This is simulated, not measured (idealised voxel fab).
Process module, titled voxel spacer lines
Square cell edge 5 nm, section width 260 nm, ID cut.
Heads up, the way a cross-section reads in here is a grid of square cells, handed over as bands from the top down, with every band being one or more rows of cells.
It is stipulated that each band's entry specify, in nanometres, the height of the top of the band and then that of its bottom, followed by the materials of the band in left-to-right sequence, each together with its width in nanometres. A single material marked by the word "everywhere" is understood to fill the band from edge to edge; the word "blank" is understood to denote empty space.
Ref level 0: as-received wafer is one material below here. Bottom band extends down with no lower bound ("0 down").
It should be noted that a width expressed as "30..40" varies in equal increments from row to row of cells within the band, taking the value of the first number at the top row and that of the second number at the bottom row.
Step note "nothing got changed" = no cross-section cell changed.
The entry titled "Listed closed voids" provides the empty spaces that have no open way to the top, restricted to those of 8 cells or more. Each is presented as width x height at distance, the distance being measured from the left edge, with all three in nm.
If you see something after the settings on a step's line, that's the simulator's own remark about that step.
A step's line can hold "overlay nm"; with a mask on that step, the setting says how far right of the planned place the mask lay, while a negative setting says it lay to the left.

THE STEPS PLANNED FOR THE PROCESS ARE AS FOLLOWS
- 1: RECEIVE,material Si
- 2: CONFORMAL_DEP,material SiO2,thk nm 5
- 3: DIRECTIONAL_DEP,material W,thk nm 15
- 4: DIRECTIONAL_DEP,material polySi,thk nm 25
- 5: PATTERN,tone cover,mask id MANDREL,material resist,width nm 25,pitch nm 80,thk nm 30,overlay nm 0
- 6: DIRECTIONAL_ETCH,etch materials polySi,depth nm 25
- 7: STRIP,etch materials resist
- 8: CONFORMAL_DEP,material SiN,thk nm 15
- 9: DIRECTIONAL_ETCH,etch materials SiN,depth nm 15
- 10: STRIP,etch materials polySi
- 11: DIRECTIONAL_ETCH,etch materials W,depth nm 15
- 12: STRIP,etch materials SiN
- 13: FILL_DEP,material lowk,thk nm 5
- 14: CMP,height nm 20

THIS IS THE CROSS-SECTION OF THE WAFER AS WE RECEIVED IT, I.E. AFTER STEP 1
    0 down  Si everywhere
    Listed closed voids: none

FINAL CROSS-SECTION, MODULE RUN WITH ONE MISTAKE (START AND PLAN AS ABOVE)
    20 to 5  lowk=60 / W=15 / lowk=30 / W=15 / lowk=20 / W=15 / lowk=30 / W=15 / lowk=60
    5 to 0  SiO2 everywhere
    0 down  Si everywhere
    Listed closed voids: none
What went wrong in running the wafer? planned and actual differ for step 5; actual: PATTERN,tone cover,mask id MANDREL,material resist,width nm 30,pitch nm 80,thk nm 30,overlay nm 0
